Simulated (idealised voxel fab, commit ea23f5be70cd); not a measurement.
voxel wiring stack: a process module
Pictured: cross-section cut, 225 nm wide, on a grid of 5 nm square cells.
Cross-section format: a grid of square cells, given as bands from top to bottom; each band is one or more rows of cells.
This entry defines a band. It first specifies the height of the band's top and the height of its bottom in nm, and then specifies the band's materials from left to right, stating each material with its width in nm. The word "throughout" identifies a single material that fills the band from edge to edge, while the word "blank" identifies empty space.
Height datum 0, below which the as-received substrate wafer is one material. Lowest band open at the bottom, running downward: "0..down".
Width "30..40": first value at the band's top row of cells, second value at its bottom row, equal change from row to row.
Given "everything unchanged" for a step, no cell of the cross-section differs between before and after that step.
In "Sealed void inventory" the enclosed voids are listed, meaning empty spaces of 8 cells or larger without any opening to the top. The form is width x height at distance, distance from the left edge, units nm.
Where a step's line continues beyond its settings, the continuation is a remark by the simulator itself on that step.
overlay nm, on a step with a mask: how far to the right of its planned place the mask lay; to the left if negative

Steps in the process plan
1 RECEIVE with material Si
2 CONFORMAL_DEP with material SiO2, thk nm 10
3 DIRECTIONAL_DEP with material TiN, thk nm 5
4 DIRECTIONAL_DEP with material W, thk nm 20
5 DIRECTIONAL_DEP with material aC, thk nm 15
6 PATTERN with tone cover, mask id METAL_1, material resist, width nm 30, pitch nm 55, thk nm 30, overlay nm 0
7 DIRECTIONAL_ETCH with etch materials aC, depth nm 15
8 STRIP with etch materials resist
9 DIRECTIONAL_ETCH with etch materials W, depth nm 20
10 DIRECTIONAL_ETCH with etch materials TiN, depth nm 5
11 STRIP with etch materials aC
12 CONFORMAL_DEP with material SiCN, thk nm 5
13 FILL_DEP with material lowk, thk nm 5
14 CMP with height nm 35
15 CONFORMAL_DEP with material SiCN, thk nm 5
16 DIRECTIONAL_DEP with material SiO2, thk nm 35
17 DIRECTIONAL_DEP with material aC, thk nm 15
18 PATTERN with tone open, mask id METAL_2, material resist, width nm 30, pitch nm 55, thk nm 35, overlay nm 0
19 DIRECTIONAL_ETCH with etch materials aC, depth nm 15
20 STRIP with etch materials resist
21 DIRECTIONAL_ETCH with etch materials SiO2, depth nm 20
22 STRIP with etch materials aC
23 DIRECTIONAL_DEP with material aC, thk nm 15
24 PATTERN with tone open, mask id METAL_2_HOLES, material resist, width nm 15, pitch nm 55, thk nm 35, overlay nm 0
25 DIRECTIONAL_ETCH with etch materials aC, depth nm 15
26 STRIP with etch materials resist
27 DIRECTIONAL_ETCH with etch materials SiO2, depth nm 15
28 DIRECTIONAL_ETCH with etch materials SiCN, depth nm 5
29 STRIP with etch materials aC
30 CONFORMAL_DEP with material TiN, thk nm 5
31 FILL_DEP with material Ru, thk nm 10
32 CMP with height nm 75
33 CONFORMAL_DEP with material SiCN, thk nm 5
34 DIRECTIONAL_DEP with material lowk, thk nm 10
35 DIRECTIONAL_DEP with material aC, thk nm 10
36 PATTERN with tone open, mask id PLUG_2, material resist, width nm 15, pitch nm 55, thk nm 30, overlay nm 0
37 DIRECTIONAL_ETCH with etch materials aC, depth nm 10
38 STRIP with etch materials resist
39 DIRECTIONAL_ETCH with etch materials lowk, depth nm 10
40 DIRECTIONAL_ETCH with etch materials SiCN, depth nm 5
41 STRIP with etch materials aC
42 CONFORMAL_DEP with material TiN, thk nm 5
43 FILL_DEP with material W, thk nm 10
44 CMP with height nm 90
45 DIRECTIONAL_DEP with material TiN, thk nm 5
46 DIRECTIONAL_DEP with material Ru, thk nm 25
47 DIRECTIONAL_DEP with material aC, thk nm 10
48 PATTERN with tone cover, mask id METAL_3, material resist, width nm 30, pitch nm 55, thk nm 25, overlay nm 0
49 DIRECTIONAL_ETCH with etch materials aC, depth nm 10
50 STRIP with etch materials resist
51 DIRECTIONAL_ETCH with etch materials Ru, depth nm 25
52 DIRECTIONAL_ETCH with etch materials TiN, depth nm 5
53 STRIP with etch materials aC
54 CONFORMAL_DEP with material SiCN, thk nm 5
55 FILL_DEP with material lowk, thk nm 10
56 CMP with height nm 120
57 CONFORMAL_DEP with material SiN, thk nm 5

So this is the incoming wafer in cross-section - it's already been through step 1
	0..down: Si throughout
	Sealed void inventory: none

Module complete, cross-section. Starting point and plan per above. One mistake made in running the module
	125..120: SiN throughout
	120..95: 10 lowk  5 SiCN  30 Ru  5 SiCN  15 lowk  5 SiCN  30 Ru  5 SiCN  15 lowk  5 SiCN  30 Ru  5 SiCN  15 lowk  5 SiCN  30 Ru  5 SiCN  10 lowk
	95..90: 15 SiCN  30 TiN  25 SiCN  30 TiN  25 SiCN  30 TiN  25 SiCN  30 TiN  15 SiCN
	90..80: 15 lowk  5 TiN  10 W  5 TiN  35 lowk  5 TiN  10 W  5 TiN  35 lowk  5 TiN  10 W  5 TiN  35 lowk  5 TiN  10 W  5 TiN  25 lowk
	80..75: 15 SiCN  20 TiN  35 SiCN  20 TiN  35 SiCN  20 TiN  35 SiCN  20 TiN  25 SiCN
	75..60: 15 SiO2  5 TiN  20 Ru  5 TiN  25 SiO2  5 TiN  20 Ru  5 TiN  25 SiO2  5 TiN  20 Ru  5 TiN  25 SiO2  5 TiN  20 Ru  5 TiN  15 SiO2
	60..55: 15 SiO2  5 TiN  5 Ru  20 TiN  25 SiO2  5 TiN  5 Ru  20 TiN  25 SiO2  5 TiN  5 Ru  20 TiN  25 SiO2  5 TiN  5 Ru  20 TiN  15 SiO2
	55..40: 15 SiO2  5 TiN  5 Ru  5 TiN  40 SiO2  5 TiN  5 Ru  5 TiN  40 SiO2  5 TiN  5 Ru  5 TiN  40 SiO2  5 TiN  5 Ru  5 TiN  30 SiO2
	40..35: 15 SiCN  15 TiN  40 SiCN  15 TiN  40 SiCN  15 TiN  40 SiCN  15 TiN  30 SiCN
	35..15: 10 lowk  5 SiCN  30 W  5 SiCN  15 lowk  5 SiCN  30 W  5 SiCN  15 lowk  5 SiCN  30 W  5 SiCN  15 lowk  5 SiCN  30 W  5 SiCN  10 lowk
	15..10: 15 SiCN  30 TiN  25 SiCN  30 TiN  25 SiCN  30 TiN  25 SiCN  30 TiN  15 SiCN
	10..0: SiO2 throughout
	0..down: Si throughout
	Sealed void inventory: none
Want to know what went wrong? for step 36, the planned setting was not used; the step was instead run as PATTERN with tone open, mask id PLUG_2, material resist, width nm 20, pitch nm 55, thk nm 30, overlay nm 0
